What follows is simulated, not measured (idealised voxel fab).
This section sets out a process module, namely voxel double patterning.
FYI the section here is cut, 295 nm wide, cells are 5 nm squares.
Cross-section format: a grid of square cells, given as bands from top to bottom; each band is one or more rows of cells. The band entry comprises the height of the band's top followed by the height of its bottom, expressed in nm, and subsequently the band's materials from left to right, each stated together with its width in nm. Where a single material is marked with the word "full width", that material fills the band from edge to edge. The word "air" represents empty space. The reference from which all heights are counted is 0, the level beneath which the as-received wafer is entirely one material; the lowest band, having no lower bound, proceeds downward and is written after the example "0 down". The two numbers in a width such as "30..40" mark its ends across the band: the first belongs to the top row of cells, the second to the bottom row, and from each row to the next the width moves by the same amount. "remained the same", as given for a step, is the statement that not any cell of the cross-section underwent a change during that step. Under "closed voids" you'll find the enclosed gaps, the ones with no way out to the top, that are 8 cells or bigger; each reads width x height at distance, with distance counted from the left edge, everything in nm. Heads up: the bit after the settings on a step's line is the simulator's remark on that step. "overlay nm", when on a step's line for a step with a mask, measures how far to the right of its planned place the mask lay; a negative measure means to the left.
Steps planned for the process:
1: RECEIVE,material Si
2: CONFORMAL_DEP,material SiN,thk nm 10
3: DIRECTIONAL_DEP,material SiO2,thk nm 20
4: DIRECTIONAL_DEP,material SiCN,thk nm 10
5: PATTERN,tone open,mask id FIRST,material resist,width nm 15,pitch nm 50,thk nm 15,overlay nm 0
6: DIRECTIONAL_ETCH,etch materials SiCN,depth nm 10
7: STRIP,etch materials resist
8: DIRECTIONAL_DEP,material aC,thk nm 15
9: PATTERN,tone open,mask id SECOND,material resist,width nm 15,thk nm 35,overlay nm -15
10: DIRECTIONAL_ETCH,etch materials aC,depth nm 15
11: STRIP,etch materials resist
12: DIRECTIONAL_ETCH,etch materials SiCN,depth nm 10
13: STRIP,etch materials aC
14: DIRECTIONAL_ETCH,etch materials SiO2,depth nm 20
15: STRIP,etch materials SiCN
All wafers enter the flow in the same state. The overlay nm at step 9 differs from wafer to wafer, and the plan gives the value for the first wafer.
As received, i.e. after step 1: cross-section through the first of several wafers:
0 down | Si full width
closed voids: none
Rows = wafers. At module end, each row lists per material the cells gained (+) or lost (-) since the wafer was received, then the closed voids:
overlay nm -15, +118 SiN, +204 SiO2, closed voids: none
overlay nm -10, +118 SiN, +200 SiO2, closed voids: none
overlay nm -5, +118 SiN, +200 SiO2, closed voids: none
overlay nm 0, +118 SiN, +200 SiO2, closed voids: none
overlay nm 5, +118 SiN, +200 SiO2, closed voids: none
overlay nm 10, +118 SiN, +200 SiO2, closed voids: none
overlay nm 15, +118 SiN, +204 SiO2, closed voids: none
